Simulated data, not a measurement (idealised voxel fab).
Title: Process Module voxel self aligned vias
260 nm wide, 5 nm square cells: that's cross-section cut.
For the purposes of this document, a cross-section shall be understood as a grid of square cells, specified as bands listed in top-to-bottom order, each band consisting of one or more rows of cells. Band: top and bottom heights (nm) first, top before bottom; then materials from left to right, widths in nm. "all across" marks a sole material filling the band edge to edge. "air" denotes empty space. Heights are measured from 0, the level below which the as-received wafer is all one material; the lowest band has no bottom and continues downward, written as in "0 down". Width spec "30->40" -> top row of cells at first value, bottom row at second value, equal per-row change in between. "everything unchanged" means the step left every cell of the cross-section as it was. Voids not open to the top, 8 cells minimum: see "Enclosed internal cavities". Written width x height at distance; distance is from the left edge; nm. Past the settings on a step's line: simulator remark, on that step. "overlay nm", when on a step's line for a step with a mask, measures how far to the right of its planned place the mask lay; a negative measure means to the left. Reading guide: pairs of cross-sections, before and after one process step; after view cut off at lowest changed band; step and settings listed under each pair. Pairs may stem from different runs of this module on the same starting wafer; continuity with the pair above only where the "Pre-step profile" entry states it.

### Pre-step profile
	0 down | Si all across
	Enclosed internal cavities: none

### State After Step
	15 to 0 | SiO2 all across
	At heights below 0, the structure remains unaltered.
	Enclosed internal cavities: none
The before and after cross-sections above are linked by op CONFORMAL_DEP | material SiO2 | thk nm 15

Pre-step profile: we pick up right where the pair above leaves off, with its after cross-section.

### State After Step
	20 to 15 | SiCN all across
	At heights below 15, the structure remains unaltered.
	Enclosed internal cavities: none
The before and after cross-sections above are linked by op CONFORMAL_DEP | material SiCN | thk nm 5

Pre-step profile: we pick up right where the pair above leaves off, with its after cross-section.

### State After Step
	40 to 20 | lowk all across
	At heights below 20, the structure remains unaltered.
	Enclosed internal cavities: none
The before and after cross-sections above are linked by op DIRECTIONAL_DEP | material lowk | thk nm 20

Pre-step profile: we pick up right where the pair above leaves off, with its after cross-section.

### State After Step
	55 to 40 | resist: 90; air: 20; resist: 40; air: 20; resist: 90
	At heights below 40, the structure remains unaltered.
	Enclosed internal cavities: none
The before and after cross-sections above are linked by op PATTERN | tone open | mask id LINES | material resist | width nm 20 | pitch nm 60 | thk nm 15 | overlay nm 0

Pre-step profile: we pick up right where the pair above leaves off, with its after cross-section.

### State After Step
	55 to 40 | resist: 90; air: 20; resist: 40; air: 20; resist: 90
	40 to 20 | lowk: 90; air: 20; lowk: 40; air: 20; lowk: 90
	At heights below 20, the structure remains unaltered.
	Enclosed internal cavities: none
The before and after cross-sections above are linked by op DIRECTIONAL_ETCH | etch materials lowk | depth nm 20

Pre-step profile: we pick up right where the pair above leaves off, with its after cross-section.

### State After Step
	40 to 20 | lowk: 90; air: 20; lowk: 40; air: 20; lowk: 90
	At heights below 20, the structure remains unaltered.
	Enclosed internal cavities: none
The before and after cross-sections above are linked by op STRIP | etch materials resist

Pre-step profile: we pick up right where the pair above leaves off, with its after cross-section.

### State After Step
	45 to 40 | TiN: 95; air: 10; TiN: 50; air: 10; TiN: 95
	40 to 25 | lowk: 90; TiN: 5; air: 10; TiN: 5; lowk: 40; TiN: 5; air: 10; TiN: 5; lowk: 90
	25 to 20 | lowk: 90; TiN: 20; lowk: 40; TiN: 20; lowk: 90
	At heights below 20, the structure remains unaltered.
	Enclosed internal cavities: none
The before and after cross-sections above are linked by op CONFORMAL_DEP | material TiN | thk nm 5

Pre-step profile: we pick up right where the pair above leaves off, with its after cross-section.

### State After Step
	55 to 45 | Ru all across
	45 to 40 | TiN: 95; Ru: 10; TiN: 50; Ru: 10; TiN: 95
	40 to 25 | lowk: 90; TiN: 5; Ru: 10; TiN: 5; lowk: 40; TiN: 5; Ru: 10; TiN: 5; lowk: 90
	At heights below 25, the structure remains unaltered.
	Enclosed internal cavities: none
The before and after cross-sections above are linked by op FILL_DEP | material Ru | thk nm 10

Pre-step profile: we pick up right where the pair above leaves off, with its after cross-section.

### State After Step
	40 to 25 | lowk: 90; TiN: 5; Ru: 10; TiN: 5; lowk: 40; TiN: 5; Ru: 10; TiN: 5; lowk: 90
	At heights below 25, the structure remains unaltered.
	Enclosed internal cavities: none
The before and after cross-sections above are linked by op CMP | height nm 40

Pre-step profile: we pick up right where the pair above leaves off, with its after cross-section.

### State After Step
	40 to 30 | lowk: 90; air: 20; lowk: 40; air: 20; lowk: 90
	At heights below 30, the structure remains unaltered.
	Enclosed internal cavities: none
The before and after cross-sections above are linked by op SELECTIVE_ETCH | etch materials W Ru TiN | depth nm 10

Pre-step profile: we pick up right where the pair above leaves off, with its after cross-section.

### State After Step
	45 to 40 | SiN all across
	40 to 30 | lowk: 90; SiN: 20; lowk: 40; SiN: 20; lowk: 90
	At heights below 30, the structure remains unaltered.
	Enclosed internal cavities: none
The before and after cross-sections above are linked by op FILL_DEP | material SiN | thk nm 5

Pre-step profile: we pick up right where the pair above leaves off, with its after cross-section.

### State After Step
	40 to 30 | lowk: 90; SiN: 20; lowk: 40; SiN: 20; lowk: 90
	At heights below 30, the structure remains unaltered.
	Enclosed internal cavities: none
The before and after cross-sections above are linked by op CMP | height nm 40

Pre-step profile: we pick up right where the pair above leaves off, with its after cross-section.

### State After Step
	60 to 40 | lowk all across
	At heights below 40, the structure remains unaltered.
	Enclosed internal cavities: none
The before and after cross-sections above are linked by op DIRECTIONAL_DEP | material lowk | thk nm 20

Pre-step profile: we pick up right where the pair above leaves off, with its after cross-section.

### State After Step
	60 to 40 | lowk: 80; air: 40; lowk: 140
	At heights below 40, the structure remains unaltered.
	Enclosed internal cavities: none
The before and after cross-sections above are linked by op MASKED_ETCH | tone open | mask id VIAS | width nm 40 | etch materials lowk | depth nm 20 | overlay nm 0

Pre-step profile: we pick up right where the pair above leaves off, with its after cross-section.

### State After Step
	60 to 40 | lowk: 80; air: 40; lowk: 140
	40 to 30 | lowk: 90; air: 20; lowk: 40; SiN: 20; lowk: 90
	At heights below 30, the structure remains unaltered.
	Enclosed internal cavities: none
The before and after cross-sections above are linked by op MASKED_ETCH | tone open | mask id VIAS | width nm 40 | etch materials SiN | depth nm 10 | overlay nm 0

Pre-step profile: we pick up right where the pair above leaves off, with its after cross-section.

### State After Step
	65 to 60 | TiN: 85; air: 30; TiN: 145
	60 to 45 | lowk: 80; TiN: 5; air: 30; TiN: 5; lowk: 140
	45 to 40 | lowk: 80; TiN: 15; air: 10; TiN: 15; lowk: 140
	40 to 35 | lowk: 90; TiN: 5; air: 10; TiN: 5; lowk: 40; SiN: 20; lowk: 90
	35 to 30 | lowk: 90; TiN: 20; lowk: 40; SiN: 20; lowk: 90
	At heights below 30, the structure remains unaltered.
	Enclosed internal cavities: none
The before and after cross-sections above are linked by op CONFORMAL_DEP | material TiN | thk nm 5

Pre-step profile: we pick up right where the pair above leaves off, with its after cross-section.

### State After Step
	75 to 65 | Cu all across
	65 to 60 | TiN: 85; Cu: 30; TiN: 145
	60 to 45 | lowk: 80; TiN: 5; Cu: 30; TiN: 5; lowk: 140
	45 to 40 | lowk: 80; TiN: 15; Cu: 10; TiN: 15; lowk: 140
	40 to 35 | lowk: 90; TiN: 5; Cu: 10; TiN: 5; lowk: 40; SiN: 20; lowk: 90
	At heights below 35, the structure remains unaltered.
	Enclosed internal cavities: none
The before and after cross-sections above are linked by op FILL_DEP | material Cu | thk nm 10

Pre-step profile: we pick up right where the pair above leaves off, with its after cross-section.

### State After Step
	60 to 45 | lowk: 80; TiN: 5; Cu: 30; TiN: 5; lowk: 140
	At heights below 45, the structure remains unaltered.
	Enclosed internal cavities: none
The before and after cross-sections above are linked by op CMP | height nm 60

Pre-step profile: we pick up right where the pair above leaves off, with its after cross-section.

### State After Step
	65 to 60 | SiCN all across
	At heights below 60, the structure remains unaltered.
	Enclosed internal cavities: none
The before and after cross-sections above are linked by op CONFORMAL_DEP | material SiCN | thk nm 5

### Pre-step profile
	75 to 65 | Cu all across
	65 to 60 | TiN: 85; Cu: 30; TiN: 145
	60 to 45 | lowk: 80; TiN: 5; Cu: 30; TiN: 5; lowk: 140
	45 to 40 | lowk: 80; TiN: 15; Cu: 10; TiN: 15; lowk: 140
	40 to 35 | lowk: 90; TiN: 5; Cu: 10; TiN: 5; lowk: 40; SiN: 20; lowk: 90
	35 to 30 | lowk: 90; TiN: 20; lowk: 40; SiN: 20; lowk: 90
	30 to 25 | lowk: 90; TiN: 5; Ru: 10; TiN: 5; lowk: 40; TiN: 5; Ru: 10; TiN: 5; lowk: 90
	25 to 20 | lowk: 90; TiN: 20; lowk: 40; TiN: 20; lowk: 90
	20 to 15 | SiCN all across
	15 to 0 | SiO2 all across
	0 down | Si all across
	Enclosed internal cavities: none

### State After Step
	80 to 75 | SiCN all across
	At heights below 75, the structure remains unaltered.
	Enclosed internal cavities: none
The before and after cross-sections above are linked by op CONFORMAL_DEP | material SiCN | thk nm 5

### Pre-step profile
	60 to 40 | lowk: 80; air: 40; lowk: 140
	40 to 30 | lowk: 90; SiN: 20; lowk: 40; SiN: 20; lowk: 90
	30 to 25 | lowk: 90; TiN: 5; Ru: 10; TiN: 5; lowk: 40; TiN: 5; Ru: 10; TiN: 5; lowk: 90
	25 to 20 | lowk: 90; TiN: 20; lowk: 40; TiN: 20; lowk: 90
	20 to 15 | SiCN all across
	15 to 0 | SiO2 all across
	0 down | Si all across
	Enclosed internal cavities: none

### State After Step
	60 to 40 | lowk: 80; air: 40; lowk: 140
	40 to 30 | lowk: 80; air: 10; SiN: 20; air: 10; lowk: 30; SiN: 20; lowk: 90
	30 to 25 | lowk: 80; air: 10; TiN: 5; Ru: 10; TiN: 5; air: 10; lowk: 30; TiN: 5; Ru: 10; TiN: 5; lowk: 90
	25 to 20 | lowk: 80; air: 10; TiN: 20; air: 10; lowk: 30; TiN: 20; lowk: 90
	At heights below 20, the structure remains unaltered.
	Enclosed internal cavities: none
The before and after cross-sections above are linked by op MASKED_ETCH | tone open | mask id VIAS | width nm 40 | etch materials lowk | depth nm 20 | overlay nm 0

Pre-step profile: we pick up right where the pair above leaves off, with its after cross-section.

### State After Step
	60 to 40 | lowk: 80; air: 40; lowk: 140
	40 to 30 | lowk: 80; air: 40; lowk: 30; SiN: 20; lowk: 90
	At heights below 30, the structure remains unaltered.
	Enclosed internal cavities: none
The before and after cross-sections above are linked by op MASKED_ETCH | tone open | mask id VIAS | width nm 40 | etch materials SiN | depth nm 10 | overlay nm 0

Pre-step profile: we pick up right where the pair above leaves off, with its after cross-section.

### State After Step
	65 to 60 | TiN: 85; air: 30; TiN: 145
	60 to 40 | lowk: 80; TiN: 5; air: 30; TiN: 5; lowk: 140
	40 to 35 | lowk: 80; TiN: 5; air: 30; TiN: 5; lowk: 30; SiN: 20; lowk: 90
	35 to 30 | lowk: 80; TiN: 40; lowk: 30; SiN: 20; lowk: 90
	30 to 25 | lowk: 80; TiN: 15; Ru: 10; TiN: 15; lowk: 30; TiN: 5; Ru: 10; TiN: 5; lowk: 90
	25 to 20 | lowk: 80; TiN: 40; lowk: 30; TiN: 20; lowk: 90
	At heights below 20, the structure remains unaltered.
	Enclosed internal cavities: none
The before and after cross-sections above are linked by op CONFORMAL_DEP | material TiN | thk nm 5

Pre-step profile: we pick up right where the pair above leaves off, with its after cross-section.

### State After Step
	75 to 65 | Cu all across
	65 to 60 | TiN: 85; Cu: 30; TiN: 145
	60 to 40 | lowk: 80; TiN: 5; Cu: 30; TiN: 5; lowk: 140
	40 to 35 | lowk: 80; TiN: 5; Cu: 30; TiN: 5; lowk: 30; SiN: 20; lowk: 90
	At heights below 35, the structure remains unaltered.
	Enclosed internal cavities: none
The before and after cross-sections above are linked by op FILL_DEP | material Cu | thk nm 10

Pre-step profile: we pick up right where the pair above leaves off, with its after cross-section.

### State After Step
	60 to 40 | lowk: 80; TiN: 5; Cu: 30; TiN: 5; lowk: 140
	At heights below 40, the structure remains unaltered.
	Enclosed internal cavities: none
The before and after cross-sections above are linked by op CMP | height nm 60

Pre-step profile: we pick up right where the pair above leaves off, with its after cross-section.

### State After Step
	65 to 60 | SiCN all across
	At heights below 60, the structure remains unaltered.
	Enclosed internal cavities: none
The before and after cross-sections above are linked by op CONFORMAL_DEP | material SiCN | thk nm 5

### Pre-step profile
	15 to 0 | SiO2 all across
	0 down | Si all across
	Enclosed internal cavities: none

### State After Step
	35 to 15 | lowk all across
	At heights below 15, the structure remains unaltered.
	Enclosed internal cavities: none
The before and after cross-sections above are linked by op DIRECTIONAL_DEP | material lowk | thk nm 20

Pre-step profile: we pick up right where the pair above leaves off, with its after cross-section.

### State After Step
	40 to 35 | SiCN all across
	At heights below 35, the structure remains unaltered.
	Enclosed internal cavities: none
The before and after cross-sections above are linked by op CONFORMAL_DEP | material SiCN | thk nm 5

Pre-step profile: we pick up right where the pair above leaves off, with its after cross-section.

### State After Step
	55 to 40 | resist: 90; air: 20; resist: 40; air: 20; resist: 90
	At heights below 40, the structure remains unaltered.
	Enclosed internal cavities: none
The before and after cross-sections above are linked by op PATTERN | tone open | mask id LINES | material resist | width nm 20 | pitch nm 60 | thk nm 15 | overlay nm 0

Pre-step profile: we pick up right where the pair above leaves off, with its after cross-section.

### State After Step
	40 to 35 | SiCN all across
	At heights below 35, the structure remains unaltered.
	Enclosed internal cavities: none
The before and after cross-sections above are linked by op STRIP | etch materials resist

Pre-step profile: we pick up right where the pair above leaves off, with its after cross-section.

### State After Step
	45 to 40 | TiN all across
	At heights below 40, the structure remains unaltered.
	Enclosed internal cavities: none
The before and after cross-sections above are linked by op CONFORMAL_DEP | material TiN | thk nm 5

Pre-step profile: we pick up right where the pair above leaves off, with its after cross-section.

### State After Step
	55 to 45 | Ru all across
	At heights below 45, the structure remains unaltered.
	Enclosed internal cavities: none
The before and after cross-sections above are linked by op FILL_DEP | material Ru | thk nm 10

Pre-step profile: we pick up right where the pair above leaves off, with its after cross-section.

### State After Step
	40 to 35 | SiCN all across
	At heights below 35, the structure remains unaltered.
	Enclosed internal cavities: none
The before and after cross-sections above are linked by op CMP | height nm 40

Pre-step profile: we pick up right where the pair above leaves off, with its after cross-section.

### State After Step
	45 to 40 | SiN all across
	At heights below 40, the structure remains unaltered.
	Enclosed internal cavities: none
The before and after cross-sections above are linked by op FILL_DEP | material SiN | thk nm 5

Pre-step profile: we pick up right where the pair above leaves off, with its after cross-section.

### State After Step
	40 to 35 | SiCN all across
	At heights below 35, the structure remains unaltered.
	Enclosed internal cavities: none
The before and after cross-sections above are linked by op CMP | height nm 40

Pre-step profile: we pick up right where the pair above leaves off, with its after cross-section.

### State After Step
	60 to 40 | lowk all across
	At heights below 40, the structure remains unaltered.
	Enclosed internal cavities: none
The before and after cross-sections above are linked by op DIRECTIONAL_DEP | material lowk | thk nm 20

Pre-step profile: we pick up right where the pair above leaves off, with its after cross-section.

### State After Step
	60 to 40 | lowk: 80; air: 40; lowk: 140
	At heights below 40, the structure remains unaltered.
	Enclosed internal cavities: none
The before and after cross-sections above are linked by op MASKED_ETCH | tone open | mask id VIAS | width nm 40 | etch materials lowk | depth nm 20 | overlay nm 0

Pre-step profile: we pick up right where the pair above leaves off, with its after cross-section.

### State After Step
	65 to 60 | TiN: 85; air: 30; TiN: 145
	60 to 45 | lowk: 80; TiN: 5; air: 30; TiN: 5; lowk: 140
	45 to 40 | lowk: 80; TiN: 40; lowk: 140
	At heights below 40, the structure remains unaltered.
	Enclosed internal cavities: none
The before and after cross-sections above are linked by op CONFORMAL_DEP | material TiN | thk nm 5

Pre-step profile: we pick up right where the pair above leaves off, with its after cross-section.

### State After Step
	75 to 65 | Cu all across
	65 to 60 | TiN: 85; Cu: 30; TiN: 145
	60 to 45 | lowk: 80; TiN: 5; Cu: 30; TiN: 5; lowk: 140
	At heights below 45, the structure remains unaltered.
	Enclosed internal cavities: none
The before and after cross-sections above are linked by op FILL_DEP | material Cu | thk nm 10

Pre-step profile: we pick up right where the pair above leaves off, with its after cross-section.

### State After Step
	60 to 45 | lowk: 80; TiN: 5; Cu: 30; TiN: 5; lowk: 140
	At heights below 45, the structure remains unaltered.
	Enclosed internal cavities: none
The before and after cross-sections above are linked by op CMP | height nm 60

Pre-step profile: we pick up right where the pair above leaves off, with its after cross-section.

### State After Step
	65 to 60 | SiCN all across
	At heights below 60, the structure remains unaltered.
	Enclosed internal cavities: none
The before and after cross-sections above are linked by op CONFORMAL_DEP | material SiCN | thk nm 5

### Pre-step profile
	55 to 45 | Ru all across
	45 to 40 | TiN: 95; Ru: 10; TiN: 50; Ru: 10; TiN: 95
	40 to 25 | lowk: 90; TiN: 5; Ru: 10; TiN: 5; lowk: 40; TiN: 5; Ru: 10; TiN: 5; lowk: 90
	25 to 20 | lowk: 90; TiN: 20; lowk: 40; TiN: 20; lowk: 90
	20 to 15 | SiCN all across
	15 to 0 | SiO2 all across
	0 down | Si all across
	Enclosed internal cavities: none

### State After Step
	35 to 25 | lowk: 90; TiN: 5; Ru: 10; TiN: 5; lowk: 40; TiN: 5; Ru: 10; TiN: 5; lowk: 90
	At heights below 25, the structure remains unaltered.
	Enclosed internal cavities: none
The before and after cross-sections above are linked by op CMP | height nm 35

Pre-step profile: we pick up right where the pair above leaves off, with its after cross-section.

### State After Step
	35 to 25 | lowk: 90; air: 20; lowk: 40; air: 20; lowk: 90
	At heights below 25, the structure remains unaltered.
	Enclosed internal cavities: none
The before and after cross-sections above are linked by op SELECTIVE_ETCH | etch materials W Ru TiN | depth nm 10

Pre-step profile: we pick up right where the pair above leaves off, with its after cross-section.

### State After Step
	40 to 35 | SiN all across
	35 to 25 | lowk: 90; SiN: 20; lowk: 40; SiN: 20; lowk: 90
	At heights below 25, the structure remains unaltered.
	Enclosed internal cavities: none
The before and after cross-sections above are linked by op FILL_DEP | material SiN | thk nm 5

Pre-step profile: we pick up right where the pair above leaves off, with its after cross-section.

### State After Step
	60 to 40 | lowk all across
	At heights below 40, the structure remains unaltered.
	Enclosed internal cavities: none
The before and after cross-sections above are linked by op DIRECTIONAL_DEP | material lowk | thk nm 20

Pre-step profile: we pick up right where the pair above leaves off, with its after cross-section.

### State After Step
	60 to 40 | lowk: 80; air: 40; lowk: 140
	At heights below 40, the structure remains unaltered.
	Enclosed internal cavities: none
The before and after cross-sections above are linked by op MASKED_ETCH | tone open | mask id VIAS | width nm 40 | etch materials lowk | depth nm 20 | overlay nm 0

Pre-step profile: we pick up right where the pair above leaves off, with its after cross-section.

### State After Step
	60 to 40 | lowk: 80; air: 40; lowk: 140
	40 to 35 | SiN: 80; air: 40; SiN: 140
	35 to 30 | lowk: 90; air: 20; lowk: 40; SiN: 20; lowk: 90
	At heights below 30, the structure remains unaltered.
	Enclosed internal cavities: none
The before and after cross-sections above are linked by op MASKED_ETCH | tone open | mask id VIAS | width nm 40 | etch materials SiN | depth nm 10 | overlay nm 0

Pre-step profile: we pick up right where the pair above leaves off, with its after cross-section.

### State After Step
	65 to 60 | TiN: 85; air: 30; TiN: 145
	60 to 40 | lowk: 80; TiN: 5; air: 30; TiN: 5; lowk: 140
	40 to 35 | SiN: 80; TiN: 15; air: 10; TiN: 15; SiN: 140
	35 to 30 | lowk: 90; TiN: 20; lowk: 40; SiN: 20; lowk: 90
	At heights below 30, the structure remains unaltered.
	Enclosed internal cavities: none
The before and after cross-sections above are linked by op CONFORMAL_DEP | material TiN | thk nm 5

Pre-step profile: we pick up right where the pair above leaves off, with its after cross-section.

### State After Step
	75 to 65 | Cu all across
	65 to 60 | TiN: 85; Cu: 30; TiN: 145
	60 to 40 | lowk: 80; TiN: 5; Cu: 30; TiN: 5; lowk: 140
	40 to 35 | SiN: 80; TiN: 15; Cu: 10; TiN: 15; SiN: 140
	At heights below 35, the structure remains unaltered.
	Enclosed internal cavities: none
The before and after cross-sections above are linked by op FILL_DEP | material Cu | thk nm 10

Pre-step profile: we pick up right where the pair above leaves off, with its after cross-section.

### State After Step
	60 to 40 | lowk: 80; TiN: 5; Cu: 30; TiN: 5; lowk: 140
	At heights below 40, the structure remains unaltered.
	Enclosed internal cavities: none
The before and after cross-sections above are linked by op CMP | height nm 60

Pre-step profile: we pick up right where the pair above leaves off, with its after cross-section.

### State After Step
	65 to 60 | SiCN all across
	At heights below 60, the structure remains unaltered.
	Enclosed internal cavities: none
The before and after cross-sections above are linked by op CONFORMAL_DEP | material SiCN | thk nm 5

### Pre-step profile
	40 to 20 | lowk all across
	20 to 15 | SiCN all across
	15 to 0 | SiO2 all across
	0 down | Si all across
	Enclosed internal cavities: none

### State After Step
	55 to 40 | resist: 85; air: 30; resist: 30; air: 30; resist: 85
	At heights below 40, the structure remains unaltered.
	Enclosed internal cavities: none
The before and after cross-sections above are linked by op PATTERN | tone open | mask id LINES | material resist | width nm 30 | pitch nm 60 | thk nm 15 | overlay nm 0

Pre-step profile: we pick up right where the pair above leaves off, with its after cross-section.

### State After Step
	55 to 40 | resist: 85; air: 30; resist: 30; air: 30; resist: 85
	40 to 20 | lowk: 85; air: 30; lowk: 30; air: 30; lowk: 85
	At heights below 20, the structure remains unaltered.
	Enclosed internal cavities: none
The before and after cross-sections above are linked by op DIRECTIONAL_ETCH | etch materials lowk | depth nm 20

Pre-step profile: we pick up right where the pair above leaves off, with its after cross-section.

### State After Step
	40 to 20 | lowk: 85; air: 30; lowk: 30; air: 30; lowk: 85
	At heights below 20, the structure remains unaltered.
	Enclosed internal cavities: none
The before and after cross-sections above are linked by op STRIP | etch materials resist

Pre-step profile: we pick up right where the pair above leaves off, with its after cross-section.

### State After Step
	45 to 40 | TiN: 90; air: 20; TiN: 40; air: 20; TiN: 90
	40 to 25 | lowk: 85; TiN: 5; air: 20; TiN: 5; lowk: 30; TiN: 5; air: 20; TiN: 5; lowk: 85
	25 to 20 | lowk: 85; TiN: 30; lowk: 30; TiN: 30; lowk: 85
	At heights below 20, the structure remains unaltered.
	Enclosed internal cavities: none
The before and after cross-sections above are linked by op CONFORMAL_DEP | material TiN | thk nm 5

Pre-step profile: we pick up right where the pair above leaves off, with its after cross-section.

### State After Step
	55 to 45 | Ru all across
	45 to 40 | TiN: 90; Ru: 20; TiN: 40; Ru: 20; TiN: 90
	40 to 25 | lowk: 85; TiN: 5; Ru: 20; TiN: 5; lowk: 30; TiN: 5; Ru: 20; TiN: 5; lowk: 85
	At heights below 25, the structure remains unaltered.
	Enclosed internal cavities: none
The before and after cross-sections above are linked by op FILL_DEP | material Ru | thk nm 10

Pre-step profile: we pick up right where the pair above leaves off, with its after cross-section.

### State After Step
	40 to 25 | lowk: 85; TiN: 5; Ru: 20; TiN: 5; lowk: 30; TiN: 5; Ru: 20; TiN: 5; lowk: 85
	At heights below 25, the structure remains unaltered.
	Enclosed internal cavities: none
The before and after cross-sections above are linked by op CMP | height nm 40

Pre-step profile: we pick up right where the pair above leaves off, with its after cross-section.

### State After Step
	40 to 30 | lowk: 85; air: 30; lowk: 30; air: 30; lowk: 85
	At heights below 30, the structure remains unaltered.
	Enclosed internal cavities: none
The before and after cross-sections above are linked by op SELECTIVE_ETCH | etch materials W Ru TiN | depth nm 10

Pre-step profile: we pick up right where the pair above leaves off, with its after cross-section.

### State After Step
	45 to 40 | SiN all across
	40 to 30 | lowk: 85; SiN: 30; lowk: 30; SiN: 30; lowk: 85
	At heights below 30, the structure remains unaltered.
	Enclosed internal cavities: none
The before and after cross-sections above are linked by op FILL_DEP | material SiN | thk nm 5

Pre-step profile: we pick up right where the pair above leaves off, with its after cross-section.

### State After Step
	40 to 30 | lowk: 85; SiN: 30; lowk: 30; SiN: 30; lowk: 85
	At heights below 30, the structure remains unaltered.
	Enclosed internal cavities: none
The before and after cross-sections above are linked by op CMP | height nm 40

Pre-step profile: we pick up right where the pair above leaves off, with its after cross-section.

### State After Step
	60 to 40 | lowk all across
	At heights below 40, the structure remains unaltered.
	Enclosed internal cavities: none
The before and after cross-sections above are linked by op DIRECTIONAL_DEP | material lowk | thk nm 20

Pre-step profile: we pick up right where the pair above leaves off, with its after cross-section.

### State After Step
	60 to 40 | lowk: 80; air: 40; lowk: 140
	At heights below 40, the structure remains unaltered.
	Enclosed internal cavities: none
The before and after cross-sections above are linked by op MASKED_ETCH | tone open | mask id VIAS | width nm 40 | etch materials lowk | depth nm 20 | overlay nm 0

Pre-step profile: we pick up right where the pair above leaves off, with its after cross-section.

### State After Step
	60 to 40 | lowk: 80; air: 40; lowk: 140
	40 to 30 | lowk: 85; air: 30; lowk: 30; SiN: 30; lowk: 85
	At heights below 30, the structure remains unaltered.
	Enclosed internal cavities: none
The before and after cross-sections above are linked by op MASKED_ETCH | tone open | mask id VIAS | width nm 40 | etch materials SiN | depth nm 10 | overlay nm 0

Pre-step profile: we pick up right where the pair above leaves off, with its after cross-section.

### State After Step
	65 to 60 | TiN: 85; air: 30; TiN: 145
	60 to 45 | lowk: 80; TiN: 5; air: 30; TiN: 5; lowk: 140
	45 to 40 | lowk: 80; TiN: 10; air: 20; TiN: 10; lowk: 140
	40 to 35 | lowk: 85; TiN: 5; air: 20; TiN: 5; lowk: 30; SiN: 30; lowk: 85
	35 to 30 | lowk: 85; TiN: 30; lowk: 30; SiN: 30; lowk: 85
	At heights below 30, the structure remains unaltered.
	Enclosed internal cavities: none
The before and after cross-sections above are linked by op CONFORMAL_DEP | material TiN | thk nm 5

Pre-step profile: we pick up right where the pair above leaves off, with its after cross-section.

### State After Step
	75 to 65 | Cu all across
	65 to 60 | TiN: 85; Cu: 30; TiN: 145
	60 to 45 | lowk: 80; TiN: 5; Cu: 30; TiN: 5; lowk: 140
	45 to 40 | lowk: 80; TiN: 10; Cu: 20; TiN: 10; lowk: 140
	40 to 35 | lowk: 85; TiN: 5; Cu: 20; TiN: 5; lowk: 30; SiN: 30; lowk: 85
	At heights below 35, the structure remains unaltered.
	Enclosed internal cavities: none
The before and after cross-sections above are linked by op FILL_DEP | material Cu | thk nm 10

Pre-step profile: we pick up right where the pair above leaves off, with its after cross-section.

### State After Step
	60 to 45 | lowk: 80; TiN: 5; Cu: 30; TiN: 5; lowk: 140
	At heights below 45, the structure remains unaltered.
	Enclosed internal cavities: none
The before and after cross-sections above are linked by op CMP | height nm 60

Pre-step profile: we pick up right where the pair above leaves off, with its after cross-section.

### State After Step
	65 to 60 | SiCN all across
	At heights below 60, the structure remains unaltered.
	Enclosed internal cavities: none
The before and after cross-sections above are linked by op CONFORMAL_DEP | material SiCN | thk nm 5

### Pre-step profile
	60 to 40 | lowk all across
	40 to 30 | lowk: 90; SiN: 20; lowk: 40; SiN: 20; lowk: 90
	30 to 25 | lowk: 90; TiN: 5; Ru: 10; TiN: 5; lowk: 40; TiN: 5; Ru: 10; TiN: 5; lowk: 90
	25 to 20 | lowk: 90; TiN: 20; lowk: 40; TiN: 20; lowk: 90
	20 to 15 | SiCN all across
	15 to 0 | SiO2 all across
	0 down | Si all across
	Enclosed internal cavities: none

### State After Step
	60 to 40 | lowk: 85; air: 40; lowk: 135
	At heights below 40, the structure remains unaltered.
	Enclosed internal cavities: none
The before and after cross-sections above are linked by op MASKED_ETCH | tone open | mask id VIAS | width nm 40 | etch materials lowk | depth nm 20 | overlay nm 5

Pre-step profile: we pick up right where the pair above leaves off, with its after cross-section.

### State After Step
	60 to 40 | lowk: 85; air: 40; lowk: 135
	40 to 30 | lowk: 90; air: 20; lowk: 40; SiN: 20; lowk: 90
	At heights below 30, the structure remains unaltered.
	Enclosed internal cavities: none
The before and after cross-sections above are linked by op MASKED_ETCH | tone open | mask id VIAS | width nm 40 | etch materials SiN | depth nm 10 | overlay nm 0

Pre-step profile: we pick up right where the pair above leaves off, with its after cross-section.

### State After Step
	65 to 60 | TiN: 90; air: 30; TiN: 140
	60 to 45 | lowk: 85; TiN: 5; air: 30; TiN: 5; lowk: 135
	45 to 40 | lowk: 85; TiN: 10; air: 10; TiN: 20; lowk: 135
	40 to 35 | lowk: 90; TiN: 5; air: 10; TiN: 5; lowk: 40; SiN: 20; lowk: 90
	35 to 30 | lowk: 90; TiN: 20; lowk: 40; SiN: 20; lowk: 90
	At heights below 30, the structure remains unaltered.
	Enclosed internal cavities: none
The before and after cross-sections above are linked by op CONFORMAL_DEP | material TiN | thk nm 5

Pre-step profile: we pick up right where the pair above leaves off, with its after cross-section.

### State After Step
	75 to 65 | Cu all across
	65 to 60 | TiN: 90; Cu: 30; TiN: 140
	60 to 45 | lowk: 85; TiN: 5; Cu: 30; TiN: 5; lowk: 135
	45 to 40 | lowk: 85; TiN: 10; Cu: 10; TiN: 20; lowk: 135
	40 to 35 | lowk: 90; TiN: 5; Cu: 10; TiN: 5; lowk: 40; SiN: 20; lowk: 90
	At heights below 35, the structure remains unaltered.
	Enclosed internal cavities: none
The before and after cross-sections above are linked by op FILL_DEP | material Cu | thk nm 10

Pre-step profile: we pick up right where the pair above leaves off, with its after cross-section.

### State After Step
	60 to 45 | lowk: 85; TiN: 5; Cu: 30; TiN: 5; lowk: 135
	At heights below 45, the structure remains unaltered.
	Enclosed internal cavities: none
The before and after cross-sections above are linked by op CMP | height nm 60

Pre-step profile: we pick up right where the pair above leaves off, with its after cross-section.

### State After Step
	65 to 60 | SiCN all across
	At heights below 60, the structure remains unaltered.
	Enclosed internal cavities: none
The before and after cross-sections above are linked by op CONFORMAL_DEP | material SiCN | thk nm 5

### Pre-step profile
	45 to 40 | TiN: 95; air: 10; TiN: 50; air: 10; TiN: 95
	40 to 25 | lowk: 90; TiN: 5; air: 10; TiN: 5; lowk: 40; TiN: 5; air: 10; TiN: 5; lowk: 90
	25 to 20 | lowk: 90; TiN: 20; lowk: 40; TiN: 20; lowk: 90
	20 to 15 | SiCN all across
	15 to 0 | SiO2 all across
	0 down | Si all across
	Enclosed internal cavities: none

### State After Step
	55 to 45 | SiN all across
	45 to 40 | TiN: 95; SiN: 10; TiN: 50; SiN: 10; TiN: 95
	40 to 25 | lowk: 90; TiN: 5; SiN: 10; TiN: 5; lowk: 40; TiN: 5; SiN: 10; TiN: 5; lowk: 90
	At heights below 25, the structure remains unaltered.
	Enclosed internal cavities: none
The before and after cross-sections above are linked by op FILL_DEP | material SiN | thk nm 10

Pre-step profile: we pick up right where the pair above leaves off, with its after cross-section.

### State After Step
	40 to 25 | lowk: 90; TiN: 5; SiN: 10; TiN: 5; lowk: 40; TiN: 5; SiN: 10; TiN: 5; lowk: 90
	At heights below 25, the structure remains unaltered.
	Enclosed internal cavities: none
The before and after cross-sections above are linked by op CMP | height nm 40
